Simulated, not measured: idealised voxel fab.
process module | voxel self aligned contacts
cross-section cut | 240 nm wide | cells 5 nm
A cross-section is a grid of square cells, given in bands from the top down. A band is one or more rows of cells.
Each band's line starts with the height of the band's top and of its bottom, in nm. Then come its materials from left to right, each with its width in nm. One material with "throughout" fills the band from edge to edge. "air" is empty space.
Height 0 is the level under which the wafer as received is all one material. The lowest band goes on downwards, as in "0 down".
A width such as "30 to 40" changes by the same amount from each row of cells to the next, from the band's top row to its bottom row.
"no change" after a step means that no cell of the cross-section changed.
closed voids: empty space of 8 cells or more with no open way to the top, each as width x height at its distance from the left edge, in nm
after a step's settings: what the simulator itself notes on the step
overlay nm, on a step with a mask: how far to the right of its planned place the mask lay; to the left if negative
plan
1 op RECEIVE | material Si
2 op OXIDIZE | depth nm 5
3 op DIRECTIONAL_DEP | material polySi | thk nm 20
4 op DIRECTIONAL_DEP | material SiN | thk nm 20
5 op DIRECTIONAL_DEP | material aC | thk nm 15
6 op PATTERN | tone cover | mask id GATE | material resist | width nm 30 | pitch nm 70 | thk nm 30 | overlay nm 0
7 op DIRECTIONAL_ETCH | etch materials aC | depth nm 15
8 op STRIP | etch materials resist
9 op DIRECTIONAL_ETCH | etch materials SiN | depth nm 20
10 op DIRECTIONAL_ETCH | etch materials polySi | depth nm 20
11 op STRIP | etch materials aC
12 op CONFORMAL_DEP | material SiN | thk nm 10
13 op DIRECTIONAL_ETCH | etch materials SiN | depth nm 10
14 op FILL_DEP | material SiO2 | thk nm 20
15 op CMP | height nm 50
16 op PATTERN | tone open | mask id CONTACT | material resist | width nm 50 | thk nm 20 | overlay nm 0
17 op DIRECTIONAL_ETCH | etch materials SiO2 | depth nm 55
18 op STRIP | etch materials resist
19 op CONFORMAL_DEP | material TiN | thk nm 5
20 op FILL_DEP | material W | thk nm 10
21 op CMP | height nm 50
22 op CONFORMAL_DEP | material SiCN | thk nm 5
as received, after step 1
  0 down: Si throughout
  closed voids: none
first wafer at the end, as planned
  55 to 50: SiCN throughout
  50 to 40: SiO2 95 | TiN 5 to 20 | W 40 to 10 | TiN 5 to 20 | SiO2 95
  40 to 20: SiO2 60 | SiN 50 | TiN 5 | W 10 | TiN 5 | SiN 50 | SiO2 60
  20 to 0: SiO2 60 | SiN 10 | polySi 30 | SiN 10 | TiN 5 | W 10 | TiN 5 | SiN 10 | polySi 30 | SiN 10 | SiO2 60
  0 to -5: SiO2 110 | TiN 20 | SiO2 110
  -5 down: Si throughout
  closed voids: none
second wafer at the end: like start, like plan, one mistake
  55 to 50: SiCN throughout
  50 to 35: SiO2 95 | TiN 5 | W 40 | TiN 5 | SiO2 95
  35 to 30: SiO2 95 | TiN 10 | W 30 | TiN 10 | SiO2 95
  30 to 20: SiO2 70 | SiN 30 | TiN 5 | W 30 | TiN 5 | SiN 30 | SiO2 70
  20 to 0: SiO2 70 | polySi 30 | TiN 5 | W 30 | TiN 5 | polySi 30 | SiO2 70
  0 to -5: SiO2 100 | TiN 40 | SiO2 100
  -5 down: Si throughout
  closed voids: none
what went wrong: step 12 was left out
at the end the second wafer has, in cells: 88 fewer of SiN | 48 more of SiO2 | 40 more of W
